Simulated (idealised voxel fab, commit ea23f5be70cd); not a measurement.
A process module follows: voxel capacitor over wiring.
This is section cut - it's 230 nm across, gridded in 5 nm square cells.
Cross-section = grid of square cells, listed top down in bands; band = one or more rows.
The entry gives the band's vertical extent as a top height and a bottom height in nm, then its horizontal make-up as materials from left to right, each with a width in nm. "empty" stands for empty space; a single material marked "throughout" fills the band edge to edge.
The reference from which all heights are counted is 0, the level beneath which the as-received wafer is entirely one material; the lowest band, having no lower bound, proceeds downward and is written after the example "z 0 and below".
A two-number width, for instance "30..40", indicates that the width is equal to the first number in the top row of the band and to the second number in the bottom row, and that it changes by a constant amount per row of cells.
"nothing altered" after a step means that no cell of the cross-section changed.
"Closed cavity list" contains a list of empty spaces, each no smaller than 8 cells and without an open way to the top, written in the form width x height at distance with the distance from the left edge and all three in nm.
It should be noted that, on the line of a given step, the content following the step's settings is a remark produced by the simulator itself with respect to that step.
overlay nm: mask right of planned place by this much (step with mask). Neg. = left.

The steps planned for the process are as follows:
1. RECEIVE | material Si
2. CONFORMAL_DEP | material SiO2 | thk nm 15
3. CONFORMAL_DEP | material SiN | thk nm 5
4. DIRECTIONAL_DEP | material SiO2 | thk nm 15
5. MASKED_ETCH | tone open | mask id METAL_1 | width nm 20 | pitch nm 90 | etch materials SiO2 | depth nm 15 | overlay nm 0
6. MASKED_ETCH | tone open | mask id METAL_1 | width nm 20 | pitch nm 90 | etch materials SiN | depth nm 5 | overlay nm 0
7. CONFORMAL_DEP | material TiN | thk nm 5
8. FILL_DEP | material Cu | thk nm 5
9. CMP | height nm 35
10. CONFORMAL_DEP | material SiCN | thk nm 5
11. DIRECTIONAL_DEP | material SiO2 | thk nm 15
12. MASKED_ETCH | tone open | mask id PLUG_1 | width nm 15 | etch materials SiO2 | depth nm 15 | overlay nm 0
13. MASKED_ETCH | tone open | mask id PLUG_1 | width nm 15 | etch materials SiCN | depth nm 5 | overlay nm 0
14. CONFORMAL_DEP | material TiN | thk nm 5
15. FILL_DEP | material Ru | thk nm 5
16. CMP | height nm 55
17. DIRECTIONAL_DEP | material TiN | thk nm 10
18. DIRECTIONAL_DEP | material HfO2 | thk nm 5
19. DIRECTIONAL_DEP | material TiN | thk nm 10
20. MASKED_ETCH | tone cover | mask id UPPER_PLATE | width nm 75 | etch materials TiN | depth nm 10 | overlay nm 0
21. MASKED_ETCH | tone cover | mask id UPPER_PLATE | width nm 75 | etch materials HfO2 | depth nm 5 | overlay nm 0
22. MASKED_ETCH | tone cover | mask id LOWER_PLATE | width nm 85 | etch materials TiN | depth nm 10 | overlay nm 0
23. FILL_DEP | material SiO2 | thk nm 20
24. CMP | height nm 95
25. PATTERN | tone open | mask id PLUG_2 | material resist | width nm 15 | thk nm 15 | overlay nm 0
26. DIRECTIONAL_ETCH | etch materials SiO2 | depth nm 15
27. STRIP | etch materials resist
28. CONFORMAL_DEP | material TiN | thk nm 5
29. FILL_DEP | material W | thk nm 5
30. CMP | height nm 95
31. CONFORMAL_DEP | material SiN | thk nm 5
Among the wafers covered here, the point of difference is the thk nm at step 18; their starting state is shared, and the plan presents the value of the first wafer.

Cut through the first of several wafers as received, post step 1:
  z 0 and below  Si throughout
  Closed cavity list: none

Table: wafers, a row each; end-of-module cell change per material since receipt, gain (+), loss (-); then closed voids:
thk nm 5; +12 Cu; +15 HfO2; +3 Ru; +43 SiCN; +84 SiN; +661 SiO2; +100 TiN; +2 W; Closed cavity list: none
thk nm 10; +12 Cu; +61 HfO2; +3 Ru; +43 SiCN; +84 SiN; +560 SiO2; +156 TiN; +1 W; Closed cavity list: none
thk nm 15; +12 Cu; +107 HfO2; +3 Ru; +43 SiCN; +84 SiN; +517 SiO2; +154 TiN; Closed cavity list: none
thk nm 20; +12 Cu; +153 HfO2; +3 Ru; +43 SiCN; +84 SiN; +474 SiO2; +151 TiN; Closed cavity list: none
